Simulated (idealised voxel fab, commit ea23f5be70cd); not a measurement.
The following process module bears the name voxel self aligned contacts.
The cross-section on display is named cut; it measures 170 nm wide, and its cells are 5 nm squares.
If you're reading a cross-section in this doc, picture square cells in a grid; it comes to you as bands, top ones listed first down to the bottom, and a band can be one or more rows of cells.
Band: top height; bottom height; in nm. Then, left to right: material with width in nm, for each material. "all across": a single material spanning edge to edge. "blank": empty space.
Below 0: as-received wafer, all one material; heights counted from there. Lowest band: no bottom, goes on down, written "top 0, no bottom".
The two numbers in a width such as "30..40" mark its ends across the band: the first belongs to the top row of cells, the second to the bottom row, and from each row to the next the width moves by the same amount.
For the purposes of this document, the phrase "all unchanged" attached to a step denotes that no cell within the cross-section was modified by that step.
Voids not open to the top, 8 cells minimum: see "Unvented internal voids". Written width x height at distance; distance is from the left edge; nm.
The remark found on a step's line after its settings is issued by the simulator itself and pertains to that step.
When a step includes a mask, the "overlay nm" setting on its line states how far to the right of its planned place that mask lay, and negative values state how far to the left.

Process steps (planned)
1. RECEIVE, material Si
2. OXIDIZE, depth nm 5
3. DIRECTIONAL_DEP, material polySi, thk nm 20
4. DIRECTIONAL_DEP, material SiN, thk nm 15
5. DIRECTIONAL_DEP, material aC, thk nm 10
6. PATTERN, tone cover, mask id GATE, material resist, width nm 35, pitch nm 65, thk nm 25, overlay nm 0
7. DIRECTIONAL_ETCH, etch materials aC, depth nm 10
8. STRIP, etch materials resist
9. DIRECTIONAL_ETCH, etch materials SiN, depth nm 15
10. DIRECTIONAL_ETCH, etch materials polySi, depth nm 20
11. STRIP, etch materials aC
12. CONFORMAL_DEP, material SiN, thk nm 5
13. DIRECTIONAL_ETCH, etch materials SiN, depth nm 5
14. FILL_DEP, material SiO2, thk nm 15
15. CMP, height nm 40
16. DIRECTIONAL_DEP, material aC, thk nm 15
17. PATTERN, tone open, mask id CONTACT, material resist, width nm 50, thk nm 30, overlay nm 0
18. DIRECTIONAL_ETCH, etch materials aC, depth nm 15
19. STRIP, etch materials resist
20. DIRECTIONAL_ETCH, etch materials SiO2, depth nm 45
21. STRIP, etch materials aC
22. CONFORMAL_DEP, material TiN, thk nm 5
23. FILL_DEP, material W, thk nm 10
24. CMP, height nm 40
25. CONFORMAL_DEP, material SiCN, thk nm 5

Wafer cross-section on receipt, i.e. after step 1
  top 0, no bottom = Si all across
  Unvented internal voids: none

Result of the module, cross-sectioned: start per above, plan per above, one error in how it was run
  top 45, bottom 40 = SiCN all across
  top 40, bottom 35 = SiO2: 60, TiN: 20, W: 10, TiN: 20, SiO2: 60
  top 35, bottom 20 = SiO2: 30, SiN: 45, TiN: 5, W: 10, TiN: 5, SiN: 45, SiO2: 30
  top 20, bottom 10 = SiO2: 30, SiN: 5, polySi: 35, SiN: 5, TiN: 5, W: 10, TiN: 5, SiN: 5, polySi: 35, SiN: 5, SiO2: 30
  top 10, bottom 5 = SiO2: 30, SiN: 5, polySi: 35, SiN: 5, TiN: 20, SiN: 5, polySi: 35, SiN: 5, SiO2: 30
  top 5, bottom 0 = SiN: 35, polySi: 35, SiN: 30, polySi: 35, SiN: 35
  top 0, bottom -5 = SiO2 all across
  top -5, no bottom = Si all across
  Unvented internal voids: none
So what did we get wrong on this run? note: step 12 <-> step 13, run order reversed vs plan
